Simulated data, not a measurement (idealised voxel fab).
process module | voxel released beams
cross-section cut | 290 nm wide | cells 5 nm
A cross-section is a grid of square cells, given in bands from the top down. A band is one or more rows of cells.
Each band's line starts with the height of the band's top and of its bottom, in nm. Then come its materials from left to right, each with its width in nm. One material with "throughout" fills the band from edge to edge. "air" is empty space.
Height 0 is the level under which the wafer as received is all one material. The lowest band goes on downwards, as in "0 down".
A width such as "30 to 40" changes by the same amount from each row of cells to the next, from the band's top row to its bottom row.
"no change" after a step means that no cell of the cross-section changed.
closed voids: empty space of 8 cells or more with no open way to the top, each as width x height at its distance from the left edge, in nm
after a step's settings: what the simulator itself notes on the step
overlay nm, on a step with a mask: how far to the right of its planned place the mask lay; to the left if negative
plan
1 op RECEIVE | material Si
2 op CONFORMAL_DEP | material Al2O3 | thk nm 10
3 op DIRECTIONAL_DEP | material SiO2 | thk nm 20
4 op DIRECTIONAL_DEP | material aC | thk nm 10
5 op PATTERN | tone open | mask id ANCHOR | material resist | width nm 40 | thk nm 30 | overlay nm 0
6 op DIRECTIONAL_ETCH | etch materials aC | depth nm 10
7 op STRIP | etch materials resist
8 op DIRECTIONAL_ETCH | etch materials SiO2 | depth nm 20
9 op STRIP | etch materials aC
10 op CONFORMAL_DEP | material SiN | thk nm 15
11 op PATTERN | tone cover | mask id BEAM | material resist | width nm 115 | thk nm 15 | overlay nm 0
12 op DIRECTIONAL_ETCH | etch materials SiN | depth nm 15
13 op STRIP | etch materials resist
14 op STRIP | etch materials SiO2
as received, after step 1
  0 down: Si throughout
  closed voids: none
first wafer at the end, as planned
  45 to 30: air 85 | SiN 20 | air 10 | SiN 85 | air 90
  30 to 25: air 90 | SiN 15 | air 10 | SiN 15 | air 160
  25 to 10: air 90 | SiN 40 | air 160
  10 to 0: Al2O3 throughout
  0 down: Si throughout
  closed voids: none
second wafer at the end: like start, like plan, one mistake
  60 to 45: air 85 | SiN 115 | air 90
  45 to 30: SiN throughout
  30 to 10: SiO2 90 | SiN 40 | SiO2 160
  10 to 0: Al2O3 throughout
  0 down: Si throughout
  closed voids: none
what went wrong: step 10 was run twice
at the end the second wafer has, in cells: 182 more of SiN | 200 more of SiO2
